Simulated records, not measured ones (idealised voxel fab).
Herein follows the process module entitled voxel capacitor over wiring.
Cross-sectional view cut (width: 220 nm; square cell size: 5 nm).
Cross-section layout: square cells on a grid; listed as bands, top to bottom; a band spans one or more cell rows. Within each band entry, the heights of the top and of the bottom of the band appear first, in that order and in nm; the materials of the band then follow from left to right, each with its corresponding width in nm. The designation "full width" on a single material indicates that it fills the band from edge to edge; the designation "air" indicates empty space. All heights in this document are referenced to 0, defined as the level beneath which the wafer, as received, consists entirely of one material. The lowest band is not bounded below; it extends indefinitely downward and is written in the form "0 -> down". The notation "30..40" denotes a width that varies across the rows of cells in the band, beginning at the first number in the top row, finishing at the second number in the bottom row, and changing by an identical amount from each row to the next. Basically "no change" means that step didn't change any cell in the cross-section. "Non-vented voids" lists enclosed empty spaces (at least 8 cells, no open path upward to the top), each as width x height at distance from the left edge, in nm. after a step's settings: what the simulator itself notes on the step. The "overlay nm" setting may appear on a step's line; for a step that uses a mask, it gives how far to the right of its planned position the mask lay, and a negative value indicates the left.

Steps planned for the process
1. RECEIVE (material Si)
2. CONFORMAL_DEP (material SiO2; thk nm 10)
3. DIRECTIONAL_DEP (material TiN; thk nm 5)
4. DIRECTIONAL_DEP (material W; thk nm 15)
5. DIRECTIONAL_DEP (material aC; thk nm 10)
6. PATTERN (tone cover; mask id METAL_1; material resist; width nm 20; pitch nm 70; thk nm 30; overlay nm 0)
7. DIRECTIONAL_ETCH (etch materials aC; depth nm 10)
8. STRIP (etch materials resist)
9. DIRECTIONAL_ETCH (etch materials W; depth nm 15)
10. DIRECTIONAL_ETCH (etch materials TiN; depth nm 5)
11. STRIP (etch materials aC)
12. CONFORMAL_DEP (material SiCN; thk nm 5)
13. FILL_DEP (material SiO2; thk nm 5)
14. CMP (height nm 30)
15. CONFORMAL_DEP (material SiCN; thk nm 5)
16. DIRECTIONAL_DEP (material SiO2; thk nm 15)
17. MASKED_ETCH (tone open; mask id PLUG_1; width nm 15; etch materials SiO2; depth nm 15; overlay nm 0)
18. MASKED_ETCH (tone open; mask id PLUG_1; width nm 15; etch materials SiCN; depth nm 5; overlay nm 0)
19. CONFORMAL_DEP (material TiN; thk nm 5)
20. FILL_DEP (material Ru; thk nm 5)
21. CMP (height nm 50)
22. DIRECTIONAL_DEP (material TiN; thk nm 10)
23. DIRECTIONAL_DEP (material HfO2; thk nm 5)
24. DIRECTIONAL_DEP (material TiN; thk nm 5)
25. PATTERN (tone cover; mask id UPPER_PLATE; material resist; width nm 55; thk nm 15; overlay nm 0)
26. DIRECTIONAL_ETCH (etch materials TiN; depth nm 5)
27. DIRECTIONAL_ETCH (etch materials HfO2; depth nm 5)
28. STRIP (etch materials resist)
29. DIRECTIONAL_DEP (material aC; thk nm 10)
30. PATTERN (tone cover; mask id LOWER_PLATE; material resist; width nm 65; thk nm 25; overlay nm 0)
31. DIRECTIONAL_ETCH (etch materials aC; depth nm 10)
32. STRIP (etch materials resist)
33. DIRECTIONAL_ETCH (etch materials TiN; depth nm 10)
34. STRIP (etch materials aC)
35. FILL_DEP (material SiO2; thk nm 15)
36. CMP (height nm 80)
37. PATTERN (tone open; mask id PLUG_2; material resist; width nm 15; thk nm 20; overlay nm 0)
38. DIRECTIONAL_ETCH (etch materials SiO2; depth nm 10)
39. STRIP (etch materials resist)
40. CONFORMAL_DEP (material TiN; thk nm 5)
41. FILL_DEP (material Ru; thk nm 10)
42. CMP (height nm 80)
43. CONFORMAL_DEP (material SiN; thk nm 5)

The cross-section here shows the wafer as received, i.e. in its state after step 1
- 0 -> down  Si full width
- Non-vented voids: none

Looking at the first of two wafers in cross-section at end of module - ran to plan
- 85 -> 80  SiN full width
- 80 -> 75  80 SiO2 | 5 TiN | 5 Ru | 5 TiN | 125 SiO2
- 75 -> 65  80..70 SiO2 | 15..55 TiN | 125..95 SiO2
- 65 -> 60  70 SiO2 | 55 HfO2 | 95 SiO2
- 60 -> 50  65 SiO2 | 65 TiN | 90 SiO2
- 50 -> 35  70 SiO2 | 5 TiN | 5 Ru | 5 TiN | 135 SiO2
- 35 -> 30  70 SiCN | 15 TiN | 135 SiCN
- 30 -> 15  60 SiO2 | 5 SiCN | 20 W | 5 SiCN | 40 SiO2 | 5 SiCN | 20 W | 5 SiCN | 60 SiO2
- 15 -> 10  65 SiCN | 20 TiN | 50 SiCN | 20 TiN | 65 SiCN
- 10 -> 0  SiO2 full width
- 0 -> down  Si full width
- Non-vented voids: none

Wafer two, end of module, cross-section. Same start, same plan as wafer one. One mistake in the run
- 85 -> 80  SiN full width
- 80 -> 75  80 SiO2 | 5 TiN | 5 Ru | 5 TiN | 125 SiO2
- 75 -> 65  80..70 SiO2 | 15..55 TiN | 125..95 SiO2
- 65 -> 60  70 SiO2 | 55 HfO2 | 95 SiO2
- 60 -> 50  65 SiO2 | 65 TiN | 90 SiO2
- 50 -> 35  70 SiO2 | 5 TiN | 5 Ru | 5 TiN | 135 SiO2
- 35 -> 30  70 SiCN | 15 TiN | 135 SiCN
- 30 -> 25  50 SiO2 | 15 SiCN | 20 W | 15 SiCN | 20 SiO2 | 15 SiCN | 20 W | 15 SiCN | 50 SiO2
- 25 -> 15  65 SiCN | 20 W | 50 SiCN | 20 W | 65 SiCN
- 15 -> 10  65 SiCN | 20 TiN | 50 SiCN | 20 TiN | 65 SiCN
- 10 -> 0  SiO2 full width
- 0 -> down  Si full width
- Non-vented voids: none
Misprocessing identified: not per plan at step 12, really ran CONFORMAL_DEP (material SiCN; thk nm 15)
at the end the second wafer has, in cells: SiCN: 72 more | SiO2: 72 fewer
